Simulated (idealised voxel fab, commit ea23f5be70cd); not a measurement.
This section sets out a process module, namely voxel capacitor over wiring.
Cross-sectional view cut (width: 190 nm; square cell size: 5 nm).
We lay out every cross-section as a grid of square cells and spell it out in bands from the top down, where one band means one or more rows of cells. The band entry comprises the height of the band's top followed by the height of its bottom, expressed in nm, and subsequently the band's materials from left to right, each stated together with its width in nm. Where a single material is marked with the word "edge to edge", that material fills the band from edge to edge. The word "empty" represents empty space. Beneath 0, the wafer as received is one material, and that level is where height counting begins. The lowest band goes on downward without a bottom; it is written like "0 and below". You'd read "30..40" like this: the band's top row of cells is as wide as the first number, its bottom row is as wide as the second, and going down, every row changes width by the same amount as the row before did. The cross-section has no changed cell in any step marked "stayed the same". Reported under the label "Voids, sealed" are the empty spaces having no open way to the top and comprising 8 cells or more; the notation for each is width x height at distance, in which the distance is measured from the left edge and all three values are in nm. Read whatever lies past the settings on a step's line as the simulator's own remark about the step. overlay nm: step with mask; distance mask lay right of planned place; negative value = left of planned place.

Intended process steps:
1,RECEIVE | material Si
2,CONFORMAL_DEP | material SiO2 | thk nm 10
3,DIRECTIONAL_DEP | material TiN | thk nm 5
4,DIRECTIONAL_DEP | material W | thk nm 15
5,DIRECTIONAL_DEP | material aC | thk nm 10
6,PATTERN | tone cover | mask id METAL_1 | material resist | width nm 20 | pitch nm 100 | thk nm 25 | overlay nm 0
7,DIRECTIONAL_ETCH | etch materials aC | depth nm 10
8,STRIP | etch materials resist
9,DIRECTIONAL_ETCH | etch materials W | depth nm 15
10,DIRECTIONAL_ETCH | etch materials TiN | depth nm 5
11,STRIP | etch materials aC
12,FILL_DEP | material SiO2 | thk nm 10
13,CMP | height nm 30
14,CONFORMAL_DEP | material SiCN | thk nm 5
15,DIRECTIONAL_DEP | material SiO2 | thk nm 20
16,PATTERN | tone open | mask id PLUG_1 | material resist | width nm 15 | thk nm 15 | overlay nm 0
17,DIRECTIONAL_ETCH | etch materials SiO2 | depth nm 20
18,DIRECTIONAL_ETCH | etch materials SiCN | depth nm 5
19,STRIP | etch materials resist
20,EPI | material Ru | thk nm 10
21,EPI | material Ru | thk nm 10
22,EPI | material Ru | thk nm 5
23,DIRECTIONAL_DEP | material TiN | thk nm 5
24,DIRECTIONAL_DEP | material HfO2 | thk nm 5
25,DIRECTIONAL_DEP | material TiN | thk nm 10
26,DIRECTIONAL_DEP | material aC | thk nm 10
27,PATTERN | tone cover | mask id UPPER_PLATE | material resist | width nm 75 | thk nm 30 | overlay nm 0
28,DIRECTIONAL_ETCH | etch materials aC | depth nm 10
29,STRIP | etch materials resist
30,DIRECTIONAL_ETCH | etch materials TiN | depth nm 10
31,DIRECTIONAL_ETCH | etch materials HfO2 | depth nm 5
32,STRIP | etch materials aC
33,DIRECTIONAL_DEP | material aC | thk nm 10
34,PATTERN | tone cover | mask id LOWER_PLATE | material resist | width nm 85 | thk nm 25 | overlay nm 0
35,DIRECTIONAL_ETCH | etch materials aC | depth nm 10
36,STRIP | etch materials resist
37,DIRECTIONAL_ETCH | etch materials TiN | depth nm 5
38,STRIP | etch materials aC
39,FILL_DEP | material SiO2 | thk nm 15
40,CMP | height nm 85
41,DIRECTIONAL_DEP | material aC | thk nm 15
42,PATTERN | tone open | mask id PLUG_2 | material resist | width nm 15 | thk nm 35 | overlay nm 0
43,DIRECTIONAL_ETCH | etch materials aC | depth nm 15
44,STRIP | etch materials resist
45,DIRECTIONAL_ETCH | etch materials SiO2 | depth nm 10
46,STRIP | etch materials aC
47,CONFORMAL_DEP | material TiN | thk nm 5
48,FILL_DEP | material Ru | thk nm 5
49,CMP | height nm 85
50,CONFORMAL_DEP | material SiN | thk nm 5
It is noted that the wafers described herein are identical at the outset and are distinguished by the width nm of step 6; the value stated in the plan corresponds to the first wafer.

After step 1, as received: first of several wafers, cross-section:
	0 and below: Si edge to edge
	Voids, sealed: none

Every row in this table is a wafer at the end of the module, and it gives, for each of the materials, the cells that wafer has gained (+) or lost (-) since it was received, then its closed voids:
width nm 20 | +15 HfO2 | +16 Ru | +35 SiCN | +38 SiN | +496 SiO2 | +60 TiN | +24 W | Voids, sealed: none
width nm 25 | +15 HfO2 | +16 Ru | +35 SiCN | +38 SiN | +488 SiO2 | +62 TiN | +30 W | Voids, sealed: none
width nm 30 | +15 HfO2 | +16 Ru | +35 SiCN | +38 SiN | +480 SiO2 | +64 TiN | +36 W | Voids, sealed: none
width nm 35 | +15 HfO2 | +16 Ru | +35 SiCN | +38 SiN | +472 SiO2 | +66 TiN | +42 W | Voids, sealed: none
width nm 40 | +15 HfO2 | +16 Ru | +35 SiCN | +38 SiN | +464 SiO2 | +68 TiN | +48 W | Voids, sealed: none
width nm 45 | +15 HfO2 | +16 Ru | +35 SiCN | +38 SiN | +456 SiO2 | +70 TiN | +54 W | Voids, sealed: none
